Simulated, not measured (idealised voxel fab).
Title: Process Module voxel ribs on slabs
275 nm wide, 5 nm square cells: that's cross-section cut.
In what follows, cross-sections appear as grids of square cells, described through bands that run from the top down, where every band is one or more rows of cells.
The band entry comprises the height of the band's top followed by the height of its bottom, expressed in nm, and subsequently the band's materials from left to right, each stated together with its width in nm. Where a single material is marked with the word "throughout", that material fills the band from edge to edge. The word "empty" represents empty space.
Heads up on the height convention: 0 is the point under which the incoming wafer is all one material, and the lowest band has no bottom, it just keeps going down, like "0 nm and below".
When a width is written as two numbers, as in "30..40", the first number is the width in the top row of cells of the band and the second is the width in its bottom row, and the width changes by the same amount from each row to the next.
Key: "nothing changed" - step with no changed cell in the cross-section.
Heads up: "Fully enclosed voids" only lists the empty pockets with no open path to the top that are 8 cells or more, and it writes them as width x height at distance, distance from the left edge, in nm.
after a step's settings: what the simulator itself notes on the step
A step line may carry the setting "overlay nm", which, for steps involving a mask, states the distance by which the mask lay to the right of its intended position; negative values denote displacement to the left.
Steps planned for the process
- 1: RECEIVE [material Si]
- 2: DIRECTIONAL_DEP [material SiO2] [thk nm 30]
- 3: DIRECTIONAL_DEP [material polySi] [thk nm 25]
- 4: MASKED_ETCH [tone cover] [mask id RIB] [width nm 15] [etch materials polySi] [depth nm 15] [overlay nm 0]
- 5: PATTERN [tone cover] [mask id SLAB] [material resist] [width nm 75] [thk nm 15] [overlay nm 0]
- 6: DIRECTIONAL_ETCH [etch materials polySi] [depth nm 10]
- 7: STRIP [etch materials resist]
- 8: FILL_DEP [material SiO2] [thk nm 25]
- 9: CMP [height nm 75]
- 10: DIRECTIONAL_DEP [material W] [thk nm 5]
- 11: DIRECTIONAL_DEP [material aC] [thk nm 15]
- 12: PATTERN [tone cover] [mask id HEATER] [material resist] [width nm 25] [thk nm 30] [overlay nm 0]
- 13: DIRECTIONAL_ETCH [etch materials aC] [depth nm 15]
- 14: STRIP [etch materials resist]
- 15: DIRECTIONAL_ETCH [etch materials W] [depth nm 5]
- 16: STRIP [etch materials aC]
- 17: CONFORMAL_DEP [material SiO2] [thk nm 10]
Wafers differ in width nm at step 4; plan lists the first wafer's value; identical starting state.
First of several wafers (as received, post step 1), cross-sectional view
    0 nm and below = Si throughout
    Fully enclosed voids: none
End of module, by wafer: material-by-material cell gain (+) or loss (-) since receipt, then closed voids
width nm 15 | +900 SiO2 | +5 W | +39 polySi | Fully enclosed voids: none
width nm 20 | +897 SiO2 | +5 W | +42 polySi | Fully enclosed voids: none
width nm 25 | +894 SiO2 | +5 W | +45 polySi | Fully enclosed voids: none
width nm 30 | +891 SiO2 | +5 W | +48 polySi | Fully enclosed voids: none
